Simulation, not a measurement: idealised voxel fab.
The name of this process module is voxel self aligned contacts.
Xsec cut, 230 nm wide, square cell size 5 nm.
A cross-section is a grid of square cells, given in bands from the top down. A band is one or more rows of cells. The entry gives the band's vertical extent as a top height and a bottom height in nm, then its horizontal make-up as materials from left to right, each with a width in nm. "empty" stands for empty space; a single material marked "everywhere" fills the band edge to edge. Where do heights start? At 0: under that level the wafer as delivered is made of one material only. And the lowest band has no floor; it just carries on downward, as in "0 down". When a width is written as two numbers, as in "30..40", the first number is the width in the top row of cells of the band and the second is the width in its bottom row, and the width changes by the same amount from each row to the next. "nothing was modified" means the step left every cell of the cross-section as it was. The entry titled "Trapped void list" provides the empty spaces that have no open way to the top, restricted to those of 8 cells or more. Each is presented as width x height at distance, the distance being measured from the left edge, with all three in nm. Where a step's line continues beyond its settings, the continuation is a remark by the simulator itself on that step. Among the settings permitted on a step's line is "overlay nm"; applied to a step with a mask, it specifies the extent to which the mask lay to the right of its planned position, whereas a negative figure signifies a position to the left.
### The planned process steps are enumerated hereunder
| 1 | RECEIVE [material Si] |
| 2 | OXIDIZE [depth nm 5] |
| 3 | DIRECTIONAL_DEP [material polySi] [thk nm 25] |
| 4 | DIRECTIONAL_DEP [material SiN] [thk nm 15] |
| 5 | MASKED_ETCH [tone cover] [mask id GATE] [width nm 30] [pitch nm 65] [etch materials SiN] [depth nm 15] [overlay nm 0] |
| 6 | MASKED_ETCH [tone cover] [mask id GATE] [width nm 30] [pitch nm 65] [etch materials polySi] [depth nm 25] [overlay nm 0] |
| 7 | CONFORMAL_DEP [material SiN] [thk nm 5] |
| 8 | DIRECTIONAL_ETCH [etch materials SiN] [depth nm 5] |
| 9 | FILL_DEP [material SiO2] [thk nm 20] |
| 10 | CMP [height nm 50] |
| 11 | MASKED_ETCH [tone open] [mask id CONTACT] [width nm 45] [pitch nm 65] [etch materials SiO2] [depth nm 55] [overlay nm 0] |
| 12 | CONFORMAL_DEP [material TiN] [thk nm 5] |
| 13 | FILL_DEP [material Ru] [thk nm 5] |
| 14 | CMP [height nm 50] |
| 15 | CONFORMAL_DEP [material SiCN] [thk nm 5] |
### What follows covers the first of two wafers; it ran as planned
### Cross-sectional view of the wafer in its as-received condition, corresponding to the state after step 1
0 down: Si everywhere
Trapped void list: none
### Wafer xsec, post step 2
0 to -5: SiO2 everywhere
Lower than -5, everything is as it was.
### Wafer xsec, post step 3
25 to 0: polySi everywhere
Lower than 0, everything is as it was.
### Wafer xsec, post step 4
40 to 25: SiN everywhere
Lower than 25, everything is as it was.
### Wafer xsec, post step 5
40 to 25: empty: 35, then SiN: 30, then empty: 35, then SiN: 30, then empty: 35, then SiN: 30, then empty: 35
Lower than 25, everything is as it was.
### Wafer xsec, post step 6
40 to 25: empty: 35, then SiN: 30, then empty: 35, then SiN: 30, then empty: 35, then SiN: 30, then empty: 35
25 to 0: empty: 35, then polySi: 30, then empty: 35, then polySi: 30, then empty: 35, then polySi: 30, then empty: 35
Lower than 0, everything is as it was.
### Wafer xsec, post step 7
45 to 25: empty: 30, then SiN: 40, then empty: 25, then SiN: 40, then empty: 25, then SiN: 40, then empty: 30
25 to 5: empty: 30, then SiN: 5, then polySi: 30, then SiN: 5, then empty: 25, then SiN: 5, then polySi: 30, then SiN: 5, then empty: 25, then SiN: 5, then polySi: 30, then SiN: 5, then empty: 30
5 to 0: SiN: 35, then polySi: 30, then SiN: 35, then polySi: 30, then SiN: 35, then polySi: 30, then SiN: 35
Lower than 0, everything is as it was.
### Wafer xsec, post step 8
40 to 25: empty: 30, then SiN: 40, then empty: 25, then SiN: 40, then empty: 25, then SiN: 40, then empty: 30
25 to 0: empty: 30, then SiN: 5, then polySi: 30, then SiN: 5, then empty: 25, then SiN: 5, then polySi: 30, then SiN: 5, then empty: 25, then SiN: 5, then polySi: 30, then SiN: 5, then empty: 30
Lower than 0, everything is as it was.
### Wafer xsec, post step 9
60 to 40: SiO2 everywhere
40 to 25: SiO2: 30, then SiN: 40, then SiO2: 25, then SiN: 40, then SiO2: 25, then SiN: 40, then SiO2: 30
25 to 0: SiO2: 30, then SiN: 5, then polySi: 30, then SiN: 5, then SiO2: 25, then SiN: 5, then polySi: 30, then SiN: 5, then SiO2: 25, then SiN: 5, then polySi: 30, then SiN: 5, then SiO2: 30
Lower than 0, everything is as it was.
### Wafer xsec, post step 10
50 to 40: SiO2 everywhere
Lower than 40, everything is as it was.
### Wafer xsec, post step 11
50 to 40: SiO2: 60, then empty: 45, then SiO2: 20, then empty: 45, then SiO2: 60
40 to 25: SiO2: 30, then SiN: 40, then empty: 25, then SiN: 40, then empty: 25, then SiN: 40, then SiO2: 30
25 to 0: SiO2: 30, then SiN: 5, then polySi: 30, then SiN: 5, then empty: 25, then SiN: 5, then polySi: 30, then SiN: 5, then empty: 25, then SiN: 5, then polySi: 30, then SiN: 5, then SiO2: 30
0 to -5: SiO2: 70, then empty: 25, then SiO2: 40, then empty: 25, then SiO2: 70
Lower than -5, everything is as it was.
### Wafer xsec, post step 12
55 to 50: TiN: 65, then empty: 35, then TiN: 30, then empty: 35, then TiN: 65
50 to 40: SiO2: 60, then TiN: 5..15, then empty: 35..15, then TiN: 5..15, then SiO2: 20, then TiN: 5..15, then empty: 35..15, then TiN: 5..15, then SiO2: 60
40 to 25: SiO2: 30, then SiN: 40, then TiN: 5, then empty: 15, then TiN: 5, then SiN: 40, then TiN: 5, then empty: 15, then TiN: 5, then SiN: 40, then SiO2: 30
25 to 0: SiO2: 30, then SiN: 5, then polySi: 30, then SiN: 5, then TiN: 5, then empty: 15, then TiN: 5, then SiN: 5, then polySi: 30, then SiN: 5, then TiN: 5, then empty: 15, then TiN: 5, then SiN: 5, then polySi: 30, then SiN: 5, then SiO2: 30
0 to -5: SiO2: 70, then TiN: 25, then SiO2: 40, then TiN: 25, then SiO2: 70
Lower than -5, everything is as it was.
### Wafer xsec, post step 13
60 to 55: Ru everywhere
55 to 50: TiN: 65, then Ru: 35, then TiN: 30, then Ru: 35, then TiN: 65
50 to 40: SiO2: 60, then TiN: 5..15, then Ru: 35..15, then TiN: 5..15, then SiO2: 20, then TiN: 5..15, then Ru: 35..15, then TiN: 5..15, then SiO2: 60
40 to 25: SiO2: 30, then SiN: 40, then TiN: 5, then Ru: 15, then TiN: 5, then SiN: 40, then TiN: 5, then Ru: 15, then TiN: 5, then SiN: 40, then SiO2: 30
25 to 0: SiO2: 30, then SiN: 5, then polySi: 30, then SiN: 5, then TiN: 5, then Ru: 15, then TiN: 5, then SiN: 5, then polySi: 30, then SiN: 5, then TiN: 5, then Ru: 15, then TiN: 5, then SiN: 5, then polySi: 30, then SiN: 5, then SiO2: 30
Lower than 0, everything is as it was.
### Wafer xsec, post step 14
50 to 40: SiO2: 60, then TiN: 5..15, then Ru: 35..15, then TiN: 5..15, then SiO2: 20, then TiN: 5..15, then Ru: 35..15, then TiN: 5..15, then SiO2: 60
Lower than 40, everything is as it was.
### Wafer xsec, post step 15
55 to 50: SiCN everywhere
Lower than 50, everything is as it was.
### The second wafer: identical to the first at the outset and in its planned sequence, differing only in that one mistake was made during processing; up to and including step 13, its path is the first wafer's path
### Second wafer, cut view, end of step 14 per plan
45 to 40: SiO2: 60, then TiN: 15, then Ru: 15, then TiN: 15, then SiO2: 20, then TiN: 15, then Ru: 15, then TiN: 15, then SiO2: 60
Lower than 40, everything is as it was.
### Second wafer, cut view, end of step 15 per plan
50 to 45: SiCN everywhere
Lower than 45, everything is as it was.
What broke from the plan during processing? step 14 changed vs plan, executed as CMP [height nm 45]
Wafer comparison, final, in cells, second relative to first, materials more or fewer: 14 fewer of Ru | 28 fewer of SiO2 | 4 fewer of TiN
